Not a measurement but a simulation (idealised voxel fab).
The following process module bears the name voxel double patterning.
The cross-section on display is named cut; it measures 255 nm wide, and its cells are 5 nm squares.
Each cross-section below is a grid of square cells, stated as bands in top-down order, with one or more rows of cells making up each band. Band: top height; bottom height; in nm. Then, left to right: material with width in nm, for each material. "everywhere": a single material spanning edge to edge. "blank": empty space. The level at which height equals 0 is the one under which the wafer, as it arrives, is entirely one material. No lower edge exists for the bottom band, which continues downward and is notated as in "from 0 down". It should be noted that a width expressed as "30..40" varies in equal increments from row to row of cells within the band, taking the value of the first number at the top row and that of the second number at the bottom row. What does "no change" mean for a step? It means no cell of the cross-section changed in that step. Enclosed voids (no open way to top), threshold 8 cells or more, entry "Voids, enclosed", notation width x height at distance, distance from left edge, nm. It should be noted that, on the line of a given step, the content following the step's settings is a remark produced by the simulator itself with respect to that step. overlay nm: right-of-plan distance of the mask on a masked step; negative values mean left-of-plan.

## The planned process steps are enumerated hereunder
1: RECEIVE | material Si
2: CONFORMAL_DEP | material SiO2 | thk nm 5
3: DIRECTIONAL_DEP | material W | thk nm 15
4: DIRECTIONAL_DEP | material SiCN | thk nm 10
5: DIRECTIONAL_DEP | material aC | thk nm 15
6: PATTERN | tone open | mask id FIRST | material resist | width nm 15 | pitch nm 50 | thk nm 30 | overlay nm 0
7: DIRECTIONAL_ETCH | etch materials aC | depth nm 15
8: STRIP | etch materials resist
9: DIRECTIONAL_ETCH | etch materials SiCN | depth nm 10
10: STRIP | etch materials aC
11: PATTERN | tone open | mask id SECOND | material resist | width nm 15 | thk nm 20 | overlay nm 0
12: DIRECTIONAL_ETCH | etch materials SiCN | depth nm 10
13: STRIP | etch materials resist
14: DIRECTIONAL_ETCH | etch materials W | depth nm 15
15: STRIP | etch materials SiCN

## Incoming wafer in cross-section (state: after step 1)
> from 0 down | Si everywhere
> Voids, enclosed: none

## Here's the cross-section of the first of our two wafers at the end of the module - it ran as planned
> from 20 to 5 | 95 of W / 15 of blank / 10 of W / 15 of blank / 10 of W / 15 of blank / 95 of W
> from 5 to 0 | SiO2 everywhere
> from 0 down | Si everywhere
> Voids, enclosed: none

## So this is wafer number two of the two, cut at the end of the module - it started where the first did and had the same plan, we just got one thing wrong running it
> from 20 to 5 | 95 of W / 20 of blank / 5 of W / 15 of blank / 10 of W / 20 of blank / 90 of W
> from 5 to 0 | SiO2 everywhere
> from 0 down | Si everywhere
> Voids, enclosed: none
What went wrong in running the wafer? step 6 off recipe, ran as PATTERN | tone open | mask id FIRST | material resist | width nm 20 | pitch nm 50 | thk nm 30 | overlay nm 0
It is noted that, at the conclusion of processing, the second wafer exhibits a higher or lower cell count for certain materials relative to the first: -6 W
